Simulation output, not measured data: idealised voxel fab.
A process module follows: voxel transistor to metal.
Square cells of 5 nm make up the cross-section cut, whose width is 265 nm.
In this document a cross-section is written as a grid of square cells. It is given as a series of bands, listed from the top down, and a band is one or more rows of cells.
Read a band's entry like this: the first values are the height of its top and the height of its bottom in nm, and what follows is the sequence of materials from left to right, each with its width in nm. Note that "blank" is empty space, and that a single material marked "throughout" reaches across the band from edge to edge.
For the purposes of this specification, 0 denotes the height below which the wafer in its as-received condition is composed wholly of one material, and the lowermost band, lacking a lower limit, extends downward without end, as expressed in "z 0 and below".
It should be noted that a width expressed as "30->40" varies in equal increments from row to row of cells within the band, taking the value of the first number at the top row and that of the second number at the bottom row.
The cross-section has no changed cell in any step marked "left unchanged".
Closed internal voids: empty space of 8 cells or more with no open way to the top, each as width x height at its distance from the left edge, in nm
Heads up: the bit after the settings on a step's line is the simulator's remark on that step.
The "overlay nm" setting may appear on a step's line; for a step that uses a mask, it gives how far to the right of its planned position the mask lay, and a negative value indicates the left.

## Process steps (planned)
- 1: RECEIVE,material Si
- 2: CONFORMAL_DEP,material SiO2,thk nm 5
- 3: CONFORMAL_DEP,material SiN,thk nm 15
- 4: PATTERN,tone cover,mask id ACTIVE,material resist,width nm 100,pitch nm 125,thk nm 15,overlay nm 0
- 5: DIRECTIONAL_ETCH,etch materials SiN,depth nm 15
- 6: DIRECTIONAL_ETCH,etch materials SiO2,depth nm 5
- 7: DIRECTIONAL_ETCH,etch materials Si,depth nm 30
- 8: STRIP,etch materials resist
- 9: OXIDIZE,depth nm 5
- 10: FILL_DEP,material SiO2,thk nm 15
- 11: CMP,height nm 20
- 12: SELECTIVE_ETCH,etch materials SiO2,depth nm 5
- 13: STRIP,etch materials SiN
- 14: SELECTIVE_ETCH,etch materials SiO2,depth nm 5
- 15: OXIDIZE,depth nm 5
- 16: DIRECTIONAL_DEP,material polySi,thk nm 20
- 17: DIRECTIONAL_DEP,material SiCN,thk nm 10
- 18: DIRECTIONAL_DEP,material aC,thk nm 10
- 19: PATTERN,tone cover,mask id GATE,material resist,width nm 20,pitch nm 125,thk nm 30,overlay nm 0
- 20: DIRECTIONAL_ETCH,etch materials aC,depth nm 10
- 21: STRIP,etch materials resist
- 22: DIRECTIONAL_ETCH,etch materials SiCN,depth nm 20
- 23: DIRECTIONAL_ETCH,etch materials polySi,depth nm 30
- 24: STRIP,etch materials aC
- 25: CONFORMAL_DEP,material SiO2,thk nm 5
- 26: DIRECTIONAL_ETCH,etch materials SiO2,depth nm 5
- 27: CONFORMAL_DEP,material SiN,thk nm 10
- 28: DIRECTIONAL_ETCH,etch materials SiN,depth nm 10
- 29: DIRECTIONAL_ETCH,etch materials SiO2,depth nm 5
- 30: DIRECTIONAL_ETCH,etch materials Si,depth nm 5
- 31: EPI,material pSi,thk nm 10
- 32: FILL_DEP,material SiO2,thk nm 10
- 33: CMP,height nm 30
- 34: DIRECTIONAL_DEP,material SiO2,thk nm 10
- 35: PATTERN,tone open,mask id CONTACT,material resist,width nm 30,thk nm 20,overlay nm 0
- 36: DIRECTIONAL_ETCH,etch materials SiO2,depth nm 35
- 37: STRIP,etch materials resist
- 38: CONFORMAL_DEP,material TiN,thk nm 5
- 39: FILL_DEP,material W,thk nm 5
- 40: CMP,height nm 40
- 41: DIRECTIONAL_DEP,material TiN,thk nm 5
- 42: DIRECTIONAL_DEP,material W,thk nm 15
- 43: MASKED_ETCH,tone cover,mask id METAL_1,width nm 15,etch materials W,depth nm 15,overlay nm 0
- 44: MASKED_ETCH,tone cover,mask id METAL_1,width nm 15,etch materials TiN,depth nm 5,overlay nm 0
- 45: CONFORMAL_DEP,material SiCN,thk nm 5
- 46: FILL_DEP,material SiO2,thk nm 10
- 47: CMP,height nm 60
- 48: CONFORMAL_DEP,material SiCN,thk nm 5
- 49: DIRECTIONAL_DEP,material SiO2,thk nm 35
- 50: MASKED_ETCH,tone open,mask id METAL_2,width nm 15,pitch nm 125,etch materials SiO2,depth nm 20,overlay nm 0
- 51: PATTERN,tone open,mask id METAL_2_HOLES,material resist,width nm 15,pitch nm 125,thk nm 20,overlay nm 0
- 52: DIRECTIONAL_ETCH,etch materials SiO2,depth nm 15
- 53: DIRECTIONAL_ETCH,etch materials SiCN,depth nm 5
- 54: STRIP,etch materials resist
- 55: CONFORMAL_DEP,material TiN,thk nm 5
- 56: FILL_DEP,material Cu,thk nm 5
- 57: CMP,height nm 100
- 58: CONFORMAL_DEP,material SiN,thk nm 5

## Incoming wafer, cross-sectional view, post step 1
* z 0 and below = Si throughout
* Closed internal voids: none

## Cross-section: first of two wafers, module finished, run according to plan
* z 105 to 100 = SiN throughout
* z 100 to 65 = SiO2 (25) | TiN (5) | Cu (5) | TiN (5) | SiO2 (110) | TiN (5) | Cu (5) | TiN (5) | SiO2 (100)
* z 65 to 60 = SiCN (25) | TiN (15) | SiCN (110) | TiN (15) | SiCN (100)
* z 60 to 45 = SiO2 (20) | SiCN (5) | W (15) | SiCN (5) | SiO2 (50) | SiCN (5) | W (15) | SiCN (5) | SiO2 (25) | SiCN (5) | W (15) | SiCN (5) | SiO2 (50) | SiCN (5) | W (15) | SiCN (5) | SiO2 (20)
* z 45 to 40 = SiCN (25) | TiN (15) | SiCN (60) | TiN (15) | SiCN (35) | TiN (15) | SiCN (60) | TiN (15) | SiCN (25)
* z 40 to 30 = SiO2 (25) | TiN (5) | W (20->10) | TiN (5->15) | SiO2 (30) | TiN (5->15) | W (20->10) | TiN (5) | SiO2 (35) | TiN (5) | W (20->10) | TiN (5->15) | SiO2 (30) | TiN (5->15) | W (20->10) | TiN (5) | SiO2 (25)
* z 30 to 20 = SiO2 (25) | TiN (5) | W (10) | TiN (5) | SiN (10) | SiO2 (5) | SiCN (20) | SiO2 (5) | SiN (10) | TiN (5) | W (10) | TiN (5) | SiO2 (35) | TiN (5) | W (10) | TiN (5) | SiN (10) | SiO2 (5) | SiCN (20) | SiO2 (5) | SiN (10) | TiN (5) | W (10) | TiN (5) | SiO2 (25)
* z 20 to 10 = SiO2 (25) | TiN (5->10) | W (10->5) | TiN (5) | SiN (10) | SiO2 (5) | polySi (20) | SiO2 (5) | SiN (10) | TiN (5) | W (10->5) | TiN (5->10) | SiO2 (35) | TiN (5->10) | W (10->5) | TiN (5) | SiN (10) | SiO2 (5) | polySi (20) | SiO2 (5) | SiN (10) | TiN (5) | W (10->5) | TiN (5->10) | SiO2 (25)
* z 10 to 5 = SiO2 (20) | SiN (10) | TiN (15) | SiN (10) | SiO2 (5) | polySi (20) | SiO2 (5) | SiN (10) | TiN (15) | SiN (10) | SiO2 (25) | SiN (10) | TiN (15) | SiN (10) | SiO2 (5) | polySi (20) | SiO2 (5) | SiN (10) | TiN (15) | SiN (10) | SiO2 (20)
* z 5 to 0 = SiO2 (20) | SiN (10) | pSi (15) | SiN (10) | SiO2 (5) | polySi (20) | SiO2 (5) | SiN (10) | pSi (15) | SiN (10) | SiO2 (25) | SiN (10) | pSi (15) | SiN (10) | SiO2 (5) | polySi (20) | SiO2 (5) | SiN (10) | pSi (15) | SiN (10) | SiO2 (20)
* z 0 to -5 = SiO2 (30) | pSi (15) | SiO2 (50) | pSi (15) | SiO2 (45) | pSi (15) | SiO2 (50) | pSi (15) | SiO2 (30)
* z -5 to -10 = SiO2 (25) | Si (5) | pSi (15) | Si (50) | pSi (15) | Si (5) | SiO2 (35) | Si (5) | pSi (15) | Si (50) | pSi (15) | Si (5) | SiO2 (25)
* z -10 to -35 = SiO2 (25) | Si (90) | SiO2 (35) | Si (90) | SiO2 (25)
* z -35 and below = Si throughout
* Closed internal voids: none

## End of module, second wafer, cross-section. Started like the first, planned like the first, run with one mistake
* z 105 to 100 = SiN throughout
* z 100 to 65 = SiO2 (25) | TiN (5) | Cu (5) | TiN (5) | SiO2 (110) | TiN (5) | Cu (5) | TiN (5) | SiO2 (100)
* z 65 to 60 = SiCN (25) | TiN (15) | SiCN (110) | TiN (15) | SiCN (100)
* z 60 to 50 = SiO2 (20) | SiCN (5) | W (15) | SiCN (5) | SiO2 (50) | SiCN (5) | W (15) | SiCN (5) | SiO2 (25) | SiCN (5) | W (15) | SiCN (5) | SiO2 (50) | SiCN (5) | W (15) | SiCN (5) | SiO2 (20)
* z 50 to 45 = SiO2 (15) | SiCN (10) | W (15) | SiCN (10) | SiO2 (40) | SiCN (10) | W (15) | SiCN (10) | SiO2 (15) | SiCN (10) | W (15) | SiCN (10) | SiO2 (40) | SiCN (10) | W (15) | SiCN (10) | SiO2 (15)
* z 45 to 40 = SiCN (20) | TiN (25) | SiCN (50) | TiN (25) | SiCN (25) | TiN (25) | SiCN (50) | TiN (25) | SiCN (20)
* z 40 to 30 = SiO2 (25) | TiN (5) | W (20->10) | TiN (5->15) | SiO2 (30) | TiN (5->15) | W (20->10) | TiN (5) | SiO2 (35) | TiN (5) | W (20->10) | TiN (5->15) | SiO2 (30) | TiN (5->15) | W (20->10) | TiN (5) | SiO2 (25)
* z 30 to 20 = SiO2 (25) | TiN (5) | W (10) | TiN (5) | SiN (10) | SiO2 (5) | SiCN (20) | SiO2 (5) | SiN (10) | TiN (5) | W (10) | TiN (5) | SiO2 (35) | TiN (5) | W (10) | TiN (5) | SiN (10) | SiO2 (5) | SiCN (20) | SiO2 (5) | SiN (10) | TiN (5) | W (10) | TiN (5) | SiO2 (25)
* z 20 to 10 = SiO2 (25) | TiN (5->10) | W (10->5) | TiN (5) | SiN (10) | SiO2 (5) | polySi (20) | SiO2 (5) | SiN (10) | TiN (5) | W (10->5) | TiN (5->10) | SiO2 (35) | TiN (5->10) | W (10->5) | TiN (5) | SiN (10) | SiO2 (5) | polySi (20) | SiO2 (5) | SiN (10) | TiN (5) | W (10->5) | TiN (5->10) | SiO2 (25)
* z 10 to 5 = SiO2 (20) | SiN (10) | TiN (15) | SiN (10) | SiO2 (5) | polySi (20) | SiO2 (5) | SiN (10) | TiN (15) | SiN (10) | SiO2 (25) | SiN (10) | TiN (15) | SiN (10) | SiO2 (5) | polySi (20) | SiO2 (5) | SiN (10) | TiN (15) | SiN (10) | SiO2 (20)
* z 5 to 0 = SiO2 (20) | SiN (10) | pSi (15) | SiN (10) | SiO2 (5) | polySi (20) | SiO2 (5) | SiN (10) | pSi (15) | SiN (10) | SiO2 (25) | SiN (10) | pSi (15) | SiN (10) | SiO2 (5) | polySi (20) | SiO2 (5) | SiN (10) | pSi (15) | SiN (10) | SiO2 (20)
* z 0 to -5 = SiO2 (30) | pSi (15) | SiO2 (50) | pSi (15) | SiO2 (45) | pSi (15) | SiO2 (50) | pSi (15) | SiO2 (30)
* z -5 to -10 = SiO2 (25) | Si (5) | pSi (15) | Si (50) | pSi (15) | Si (5) | SiO2 (35) | Si (5) | pSi (15) | Si (50) | pSi (15) | Si (5) | SiO2 (25)
* z -10 to -35 = SiO2 (25) | Si (90) | SiO2 (35) | Si (90) | SiO2 (25)
* z -35 and below = Si throughout
* Closed internal voids: none
Plan not followed: step 44 was run on a setting that differed from the plan, and what really ran there is MASKED_ETCH,tone cover,mask id METAL_1,width nm 25,etch materials TiN,depth nm 5,overlay nm 0
The closing comparison, in cells, has the second wafer with more or fewer of some materials than the first: 8 fewer of SiO2; 8 more of TiN
